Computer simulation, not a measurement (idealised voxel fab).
process module | voxel air gaps
cross-section cut | 170 nm wide | cells 5 nm
A cross-section is a grid of square cells, given in bands from the top down. A band is one or more rows of cells.
Each band's line starts with the height of the band's top and of its bottom, in nm. Then come its materials from left to right, each with its width in nm. One material with "throughout" fills the band from edge to edge. "air" is empty space.
Height 0 is the level under which the wafer as received is all one material. The lowest band goes on downwards, as in "0 down".
A width such as "30 to 40" changes by the same amount from each row of cells to the next, from the band's top row to its bottom row.
"no change" after a step means that no cell of the cross-section changed.
closed voids: empty space of 8 cells or more with no open way to the top, each as width x height at its distance from the left edge, in nm
after a step's settings: what the simulator itself notes on the step
overlay nm, on a step with a mask: how far to the right of its planned place the mask lay; to the left if negative
plan
1 op RECEIVE | material Si
2 op CONFORMAL_DEP | material SiO2 | thk nm 10
3 op CONFORMAL_DEP | material SiN | thk nm 5
4 op DIRECTIONAL_DEP | material SiO2 | thk nm 40
5 op PATTERN | tone open | mask id LINES | material resist | width nm 25 | pitch nm 50 | thk nm 20 | overlay nm 0
6 op DIRECTIONAL_ETCH | etch materials SiO2 | depth nm 40
7 op STRIP | etch materials resist
8 op CONFORMAL_DEP | material TiN | thk nm 5
9 op FILL_DEP | material Cu | thk nm 5
10 op CMP | height nm 55
11 op EPI | material Ru | thk nm 10
12 op SELECTIVE_ETCH | etch materials SiO2 | depth nm 50
13 op CONFORMAL_DEP | material SiN | thk nm 5
as received, after step 1
  0 down: Si throughout
  closed voids: none
first wafer at the end, as planned
  70 to 65: air 5 | SiN 155 | air 10
  65 to 55: air 5 | SiN 5 | Ru 45 | SiN 5 | Ru 45 | SiN 5 | Ru 45 | SiN 5 | air 10
  55 to 50: air 5 | SiN 15 | TiN 5 | Cu 15 | TiN 5 | SiN 25 | TiN 5 | Cu 15 | TiN 5 | SiN 25 | TiN 5 | Cu 15 | TiN 5 | SiN 15 | air 10
  50 to 20: air 15 | SiN 5 | TiN 5 | Cu 15 | TiN 5 | SiN 5 | air 15 | SiN 5 | TiN 5 | Cu 15 | TiN 5 | SiN 5 | air 15 | SiN 5 | TiN 5 | Cu 15 | TiN 5 | SiN 5 | air 20
  20 to 15: SiN 20 | TiN 25 | SiN 25 | TiN 25 | SiN 25 | TiN 25 | SiN 25
  15 to 10: SiN throughout
  10 to 0: SiO2 throughout
  0 down: Si throughout
  closed voids: 15 x 30 at 50; 15 x 30 at 100
second wafer at the end: like start, like plan, one mistake
  80 to 75: SiN throughout
  75 to 55: Ru 165 | SiN 5
  55 to 50: SiO2 20 | TiN 5 | Cu 15 | TiN 5 | SiO2 25 | TiN 5 | Cu 15 | TiN 5 | SiO2 25 | TiN 5 | Cu 15 | TiN 5 | SiN 25
  50 to 20: SiO2 20 | TiN 5 | Cu 15 | TiN 5 | SiO2 25 | TiN 5 | Cu 15 | TiN 5 | SiO2 25 | TiN 5 | Cu 15 | TiN 5 | SiN 5 | air 20
  20 to 15: SiO2 20 | TiN 25 | SiO2 25 | TiN 25 | SiO2 25 | TiN 25 | SiN 25
  15 to 10: SiN throughout
  10 to 0: SiO2 throughout
  0 down: Si throughout
  closed voids: 20 x 30 at 150
what went wrong: step 11 was run twice
at the end the second wafer has, in cells: 78 more of Ru | 56 fewer of SiN | 112 more of SiO2
closed voids at the end (first wafer, second wafer): 2, 1
